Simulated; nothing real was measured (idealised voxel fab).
The following process module bears the name voxel wiring stack.
The width of the displayed cross-section, cut, is 205 nm; its cells are square, with a size of 5 nm.
Each cross-section below is a grid of square cells, stated as bands in top-down order, with one or more rows of cells making up each band. Heads up on the band format: heights come first, top then bottom, in nm. After that it's the materials left to right, each with its width in nm. A single material flagged "throughout" fills the whole band edge to edge, and "air" means there's empty space there. Below 0: as-received wafer, all one material; heights counted from there. Lowest band: no bottom, goes on down, written "0 nm and below". The expression "30 to 40" gives the width at the extremes of the band, the first number at its top row of cells and the second at its bottom row, with the width changing by equal amounts from each row to the next in between. Step marked "everything unchanged"? Then no cell in the cross-section changed in it. Enclosed voids (no open way to top), threshold 8 cells or more, entry "Enclosed internal cavities", notation width x height at distance, distance from left edge, nm. Anything after a step's settings on that line? It's the simulator's own note about the step. For masked steps, "overlay nm" on the step line gives how far right of plan the mask actually lay; a minus sign means it lay to the left.
The steps planned for the process are as follows
| 1 | op RECEIVE | material Si |
| 2 | op CONFORMAL_DEP | material SiO2 | thk nm 15 |
| 3 | op DIRECTIONAL_DEP | material TiN | thk nm 5 |
| 4 | op DIRECTIONAL_DEP | material W | thk nm 15 |
| 5 | op MASKED_ETCH | tone cover | mask id METAL_1 | width nm 30 | pitch nm 60 | etch materials W | depth nm 15 | overlay nm 0 |
| 6 | op MASKED_ETCH | tone cover | mask id METAL_1 | width nm 30 | pitch nm 60 | etch materials TiN | depth nm 5 | overlay nm 0 |
| 7 | op CONFORMAL_DEP | material SiN | thk nm 5 |
| 8 | op FILL_DEP | material lowk | thk nm 10 |
| 9 | op CMP | height nm 35 |
| 10 | op CONFORMAL_DEP | material SiCN | thk nm 5 |
| 11 | op DIRECTIONAL_DEP | material SiO2 | thk nm 20 |
| 12 | op DIRECTIONAL_DEP | material aC | thk nm 10 |
| 13 | op PATTERN | tone open | mask id PLUG_1 | material resist | width nm 15 | pitch nm 60 | thk nm 25 | overlay nm 0 |
| 14 | op DIRECTIONAL_ETCH | etch materials aC | depth nm 10 |
| 15 | op STRIP | etch materials resist |
| 16 | op DIRECTIONAL_ETCH | etch materials SiO2 | depth nm 20 |
| 17 | op DIRECTIONAL_ETCH | etch materials SiCN | depth nm 5 |
| 18 | op STRIP | etch materials aC |
| 19 | op EPI | material Ru | thk nm 10 |
| 20 | op EPI | material Ru | thk nm 10 |
| 21 | op EPI | material Ru | thk nm 5 |
| 22 | op DIRECTIONAL_DEP | material TiN | thk nm 5 |
| 23 | op DIRECTIONAL_DEP | material Ru | thk nm 15 |
| 24 | op PATTERN | tone cover | mask id METAL_2 | material resist | width nm 20 | pitch nm 60 | thk nm 20 | overlay nm 0 |
| 25 | op DIRECTIONAL_ETCH | etch materials Ru | depth nm 15 |
| 26 | op DIRECTIONAL_ETCH | etch materials TiN | depth nm 5 |
| 27 | op STRIP | etch materials resist |
| 28 | op CONFORMAL_DEP | material SiCN | thk nm 5 |
| 29 | op FILL_DEP | material lowk | thk nm 5 |
| 30 | op CMP | height nm 80 |
| 31 | op CONFORMAL_DEP | material SiCN | thk nm 5 |
Variable across wafers: step 24 width nm (plan value is that of the first wafer; starting state common to all).
Cross-section of the first of several wafers as received (after step 1)
* 0 nm and below = Si throughout
* Enclosed internal cavities: none
Note: the following table is arranged by wafer, a row apiece. Each row reports the end-of-module state: per material, cells gained (+) or cells lost (-) compared with the wafer as received; closed voids follow
width nm 20, +81 Ru, +120 SiCN, +41 SiN, +251 SiO2, +30 TiN, +54 W, +120 lowk, Enclosed internal cavities: none
width nm 25, +90 Ru, +117 SiCN, +41 SiN, +251 SiO2, +33 TiN, +54 W, +111 lowk, Enclosed internal cavities: none
width nm 30, +99 Ru, +114 SiCN, +41 SiN, +251 SiO2, +36 TiN, +54 W, +102 lowk, Enclosed internal cavities: none
width nm 35, +108 Ru, +111 SiCN, +41 SiN, +251 SiO2, +39 TiN, +54 W, +93 lowk, Enclosed internal cavities: none
width nm 40, +117 Ru, +108 SiCN, +41 SiN, +251 SiO2, +42 TiN, +54 W, +84 lowk, Enclosed internal cavities: none
width nm 45, +126 Ru, +105 SiCN, +41 SiN, +251 SiO2, +45 TiN, +54 W, +75 lowk, Enclosed internal cavities: none
